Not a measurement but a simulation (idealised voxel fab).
The following is a process module called voxel released beams.
The width of the displayed cross-section, cut, is 225 nm; its cells are square, with a size of 5 nm.
Cross-sections here: square-cell grids, written as top-down lists of bands, a band being one or more rows of cells. The entry gives the band's vertical extent as a top height and a bottom height in nm, then its horizontal make-up as materials from left to right, each with a width in nm. "blank" stands for empty space; a single material marked "edge to edge" fills the band edge to edge. All heights in this document are referenced to 0, defined as the level beneath which the wafer, as received, consists entirely of one material. The lowest band is not bounded below; it extends indefinitely downward and is written in the form "0 down". You'd read "30..40" like this: the band's top row of cells is as wide as the first number, its bottom row is as wide as the second, and going down, every row changes width by the same amount as the row before did. Take "nothing got changed" at face value: in the step it is given for, the cross-section changed in none of its cells. Any empty space of 8 cells or more lacking an open way to the top shows up in "Catalogued sealed voids" as width x height at distance, distance from the left edge, in nm. Formally, on a step line, whatever follows the settings is a remark that the simulator itself makes on the step. The optional step-line setting "overlay nm" applies to steps with a mask and quantifies how far to the right of its planned location the mask lay, a negative value indicating leftward placement.
[The steps planned for the process are as follows]
1) op RECEIVE | material Si
2) op CONFORMAL_DEP | material Al2O3 | thk nm 5
3) op DIRECTIONAL_DEP | material SiO2 | thk nm 20
4) op MASKED_ETCH | tone open | mask id ANCHOR | width nm 40 | etch materials SiO2 | depth nm 20 | overlay nm 0
5) op CONFORMAL_DEP | material SiN | thk nm 15
6) op MASKED_ETCH | tone cover | mask id BEAM | width nm 110 | etch materials SiN | depth nm 15 | overlay nm 0
7) op STRIP | etch materials SiO2
Same starting wafers, different width nm at step 6. Plan value belongs to the first wafer.
[As received, i.e. after step 1: cross-section through the first of several wafers]
> 0 down: Si edge to edge
> Catalogued sealed voids: none
[Cross-sectional representation of the first of several wafers at the end of the module, i.e. after its terminal step, step 7]
> 40 to 25: blank=55; SiN=15; blank=10; SiN=85; blank=60
> 25 to 20: blank=55; SiN=15; blank=10; SiN=15; blank=130
> 20 to 5: blank=55; SiN=40; blank=130
> 5 to 0: Al2O3 edge to edge
> 0 down: Si edge to edge
> Catalogued sealed voids: none
[Final wafer of several, shown in cross-section at the end of the module]
> 40 to 25: blank=45; SiN=25; blank=10; SiN=100; blank=45
> 25 to 20: blank=55; SiN=15; blank=10; SiN=15; blank=130
> 20 to 5: blank=55; SiN=40; blank=130
> 5 to 0: Al2O3 edge to edge
> 0 down: Si edge to edge
> Catalogued sealed voids: none
[The rows of the table below are wafers. Looking at the end of the module, a row counts, for every material, the cells the wafer has gained, shown as (+), or lost, shown as (-), since it was received; its closed voids come next]
width nm 110; +45 Al2O3; +90 SiN; Catalogued sealed voids: none
width nm 115; +45 Al2O3; +93 SiN; Catalogued sealed voids: none
width nm 120; +45 Al2O3; +96 SiN; Catalogued sealed voids: none
width nm 125; +45 Al2O3; +99 SiN; Catalogued sealed voids: none
width nm 130; +45 Al2O3; +102 SiN; Catalogued sealed voids: none
width nm 135; +45 Al2O3; +105 SiN; Catalogued sealed voids: none
